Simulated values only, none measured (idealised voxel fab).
The following is a process module called voxel wiring stack.
Section shown: cut. Width: 170 nm. Cell size: 5 nm, square.
How to read a cross-section here: the picture is a grid of square cells, written as bands going from the top down, and any band can span one or more rows of cells. Quick guide to a band line: top height, bottom height (nm) up front; then every material left to right with its width in nm. Only one material and it's marked "edge to edge"? Then it fills the band edge to edge. And "empty" just means empty space. It should be noted that heights are counted from 0, beneath which the wafer as supplied is of one material throughout, and that the lowest band possesses no lower boundary but continues downward, as written in "z 0 and below". The expression "30->40" gives the width at the extremes of the band, the first number at its top row of cells and the second at its bottom row, with the width changing by equal amounts from each row to the next in between. A step reported as "no change occurred" is a step in which no cell of the cross-section changed. "Voids, sealed" lists enclosed empty spaces (at least 8 cells, no open path upward to the top), each as width x height at distance from the left edge, in nm. Text after the settings on a step's line: the simulator's own remark on that step. overlay nm: mask offset rightward from planned place, masked step; negative means leftward offset.
Below is the list of planned process steps
1,RECEIVE with material Si
2,CONFORMAL_DEP with material SiO2, thk nm 10
3,DIRECTIONAL_DEP with material TiN, thk nm 5
4,DIRECTIONAL_DEP with material Ru, thk nm 25
5,PATTERN with tone cover, mask id METAL_1, material resist, width nm 20, pitch nm 45, thk nm 20, overlay nm 0
6,DIRECTIONAL_ETCH with etch materials Ru, depth nm 25
7,DIRECTIONAL_ETCH with etch materials TiN, depth nm 5
8,STRIP with etch materials resist
9,CONFORMAL_DEP with material SiN, thk nm 5
10,FILL_DEP with material lowk, thk nm 10
11,CMP with height nm 40
12,CONFORMAL_DEP with material SiCN, thk nm 5
13,DIRECTIONAL_DEP with material SiO2, thk nm 10
14,DIRECTIONAL_DEP with material aC, thk nm 10
15,PATTERN with tone open, mask id PLUG_1, material resist, width nm 15, pitch nm 45, thk nm 30, overlay nm 0
16,DIRECTIONAL_ETCH with etch materials aC, depth nm 10
17,STRIP with etch materials resist
18,DIRECTIONAL_ETCH with etch materials SiO2, depth nm 10
19,DIRECTIONAL_ETCH with etch materials SiCN, depth nm 5
20,STRIP with etch materials aC
21,CONFORMAL_DEP with material TiN, thk nm 5
22,FILL_DEP with material Cu, thk nm 5
23,CMP with height nm 55
24,DIRECTIONAL_DEP with material TiN, thk nm 5
25,DIRECTIONAL_DEP with material Ru, thk nm 20
26,PATTERN with tone cover, mask id METAL_2, material resist, width nm 20, pitch nm 45, thk nm 15, overlay nm 0
27,DIRECTIONAL_ETCH with etch materials Ru, depth nm 20
28,DIRECTIONAL_ETCH with etch materials TiN, depth nm 5
29,STRIP with etch materials resist
30,FILL_DEP with material lowk, thk nm 5
31,CMP with height nm 80
32,CONFORMAL_DEP with material SiCN, thk nm 5
As received (post step 1): cross-section
  z 0 and below  Si edge to edge
  Voids, sealed: none
Here's the wafer cut in cross-section after the module, started and planned just like above, except one thing was done wrong in the run
  z 85 to 80  SiCN edge to edge
  z 80 to 60  lowk (50), then Ru (20), then lowk (25), then Ru (20), then lowk (55)
  z 60 to 55  lowk (50), then TiN (20), then lowk (25), then TiN (20), then lowk (55)
  z 55 to 45  SiO2 (50), then TiN (5), then Cu (5), then TiN (5), then SiO2 (30), then TiN (5), then Cu (5), then TiN (5), then SiO2 (60)
  z 45 to 40  SiCN (50), then TiN (15), then SiCN (30), then TiN (15), then SiCN (60)
  z 40 to 35  lowk (45), then SiN (30), then lowk (15), then SiN (30), then lowk (50)
  z 35 to 15  lowk (45), then SiN (5), then Ru (20), then SiN (5), then lowk (15), then SiN (5), then Ru (20), then SiN (5), then lowk (50)
  z 15 to 10  SiN (50), then Ru (20), then SiN (25), then Ru (20), then SiN (55)
  z 10 to 0  SiO2 edge to edge
  z 0 and below  Si edge to edge
  Voids, sealed: none
Nonconformance to the process plan: plan step 3 skipped
